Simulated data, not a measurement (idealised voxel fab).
process module | voxel released beams
cross-section cut | 245 nm wide | cells 5 nm
A cross-section is a grid of square cells, given in bands from the top down. A band is one or more rows of cells.
Each band's line starts with the height of the band's top and of its bottom, in nm. Then come its materials from left to right, each with its width in nm. One material with "throughout" fills the band from edge to edge. "air" is empty space.
Height 0 is the level under which the wafer as received is all one material. The lowest band goes on downwards, as in "0 down".
A width such as "30 to 40" changes by the same amount from each row of cells to the next, from the band's top row to its bottom row.
"no change" after a step means that no cell of the cross-section changed.
closed voids: empty space of 8 cells or more with no open way to the top, each as width x height at its distance from the left edge, in nm
after a step's settings: what the simulator itself notes on the step
overlay nm, on a step with a mask: how far to the right of its planned place the mask lay; to the left if negative
plan
1 op RECEIVE | material Si
2 op CONFORMAL_DEP | material SiN | thk nm 5
3 op DIRECTIONAL_DEP | material SiO2 | thk nm 5
4 op DIRECTIONAL_DEP | material aC | thk nm 15
5 op PATTERN | tone open | mask id ANCHOR | material resist | width nm 35 | thk nm 35 | overlay nm 0
6 op DIRECTIONAL_ETCH | etch materials aC | depth nm 15
7 op STRIP | etch materials resist
8 op DIRECTIONAL_ETCH | etch materials SiO2 | depth nm 10
9 op STRIP | etch materials aC
10 op CONFORMAL_DEP | material polySi | thk nm 15
11 op PATTERN | tone cover | mask id BEAM | material resist | width nm 110 | thk nm 15 | overlay nm 0
12 op DIRECTIONAL_ETCH | etch materials polySi | depth nm 15
13 op STRIP | etch materials resist
14 op STRIP | etch materials SiO2
varied across the wafers: thk nm of step 3. The plan shows the first wafer's value. All wafers start alike
first wafer as received, after step 1
  0 down: Si throughout
  closed voids: none
first wafer at the end, after step 14
  25 to 20: air 65 | polySi 20 | air 5 | polySi 85 | air 70
  20 to 10: air 65 | polySi 110 | air 70
  10 to 5: air 70 | polySi 35 | air 140
  5 to 0: SiN throughout
  0 down: Si throughout
  closed voids: none
last wafer at the end
  5 to 0: SiN throughout
  0 down: Si throughout
  closed voids: none
each wafer at the end: cells of each material gained (+) or lost (-) since it was received, then its closed voids
thk nm 5 | +49 SiN | +72 polySi | closed voids: none
thk nm 10 | +49 SiN | +78 polySi | closed voids: none
thk nm 15 | +49 SiN | closed voids: none
thk nm 20 | +49 SiN | closed voids: none
thk nm 25 | +49 SiN | closed voids: none
